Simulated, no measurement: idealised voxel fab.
This is a process module. Its name is voxel capacitor over wiring.
The width of the displayed cross-section, cut, is 210 nm; its cells are square, with a size of 5 nm.
Just so we're on the same page, the cross-sections are grids of square cells, and they're listed out in bands top to bottom, each band one or more rows deep.
In this notation a band is specified by the heights of its top and bottom, in that order and in nm, after which its materials appear from left to right, each paired with its width in nm. The word "everywhere" attached to a single material means that material fills the band from edge to edge; the word "empty" stands for empty space.
Counting heights begins at 0, where everything beneath is, in the wafer as received, one material. The lowest band has no bottom; it goes on downwards, as "0 -> down" shows.
The expression "30->40" gives the width at the extremes of the band, the first number at its top row of cells and the second at its bottom row, with the width changing by equal amounts from each row to the next in between.
"identical to before" after a step means that no cell of the cross-section changed.
In "Closed voids list" the enclosed voids are listed, meaning empty spaces of 8 cells or larger without any opening to the top. The form is width x height at distance, distance from the left edge, units nm.
Whatever follows a step's settings on its line is a remark the simulator itself makes about that step.
"overlay nm" denotes, for a step that has a mask, the displacement of the mask to the right of its planned place, with negative values corresponding to the left.
-- These are the steps we planned for the process
1) RECEIVE with material Si
2) CONFORMAL_DEP with material SiO2, thk nm 15
3) CONFORMAL_DEP with material SiCN, thk nm 5
4) DIRECTIONAL_DEP with material SiO2, thk nm 25
5) MASKED_ETCH with tone open, mask id METAL_1, width nm 25, pitch nm 75, etch materials SiO2, depth nm 25, overlay nm 0
6) MASKED_ETCH with tone open, mask id METAL_1, width nm 25, pitch nm 75, etch materials SiCN, depth nm 5, overlay nm 0
7) CONFORMAL_DEP with material TiN, thk nm 5
8) FILL_DEP with material W, thk nm 10
9) CMP with height nm 45
10) EPI with material Ru, thk nm 5
11) FILL_DEP with material SiCN, thk nm 5
12) DIRECTIONAL_DEP with material SiO2, thk nm 10
13) MASKED_ETCH with tone open, mask id PLUG_1, width nm 15, etch materials SiO2, depth nm 10, overlay nm 0
14) MASKED_ETCH with tone open, mask id PLUG_1, width nm 15, etch materials SiCN, depth nm 5, overlay nm 0
15) CONFORMAL_DEP with material TiN, thk nm 5
16) FILL_DEP with material W, thk nm 5
17) CMP with height nm 65
18) DIRECTIONAL_DEP with material TiN, thk nm 10
19) DIRECTIONAL_DEP with material Al2O3, thk nm 5
20) DIRECTIONAL_DEP with material TiN, thk nm 10
21) PATTERN with tone cover, mask id UPPER_PLATE, material resist, width nm 55, thk nm 20, overlay nm 0
22) DIRECTIONAL_ETCH with etch materials TiN, depth nm 10
23) DIRECTIONAL_ETCH with etch materials Al2O3, depth nm 5
24) STRIP with etch materials resist
25) PATTERN with tone cover, mask id LOWER_PLATE, material resist, width nm 65, thk nm 15, overlay nm 0
26) DIRECTIONAL_ETCH with etch materials TiN, depth nm 10
27) STRIP with etch materials resist
28) FILL_DEP with material SiO2, thk nm 20
29) CMP with height nm 105
30) PATTERN with tone open, mask id PLUG_2, material resist, width nm 15, thk nm 20, overlay nm 0
31) DIRECTIONAL_ETCH with etch materials SiO2, depth nm 15
32) STRIP with etch materials resist
33) CONFORMAL_DEP with material TiN, thk nm 5
34) FILL_DEP with material Ru, thk nm 5
35) CMP with height nm 105
36) CONFORMAL_DEP with material SiCN, thk nm 5
The thk nm used in step 3 is not the same on every wafer, whereas the starting condition is; the value printed in the plan is the first wafer's.
-- Received condition of the first of several wafers, sectioned: post-step 1
0 -> down: Si everywhere
Closed voids list: none
-- Wafer rows, end of module: cells per material gained (+) or lost (-) since receipt; closed voids last
thk nm 5, +11 Al2O3, +16 Ru, +141 SiCN, +632 SiO2, +92 TiN, +32 W, Closed voids list: none
thk nm 10, +11 Al2O3, +16 Ru, +183 SiCN, +600 SiO2, +88 TiN, +26 W, Closed voids list: none
thk nm 15, +11 Al2O3, +16 Ru, +225 SiCN, +568 SiO2, +84 TiN, +20 W, Closed voids list: none
thk nm 20, +11 Al2O3, +16 Ru, +267 SiCN, +536 SiO2, +80 TiN, +14 W, Closed voids list: none
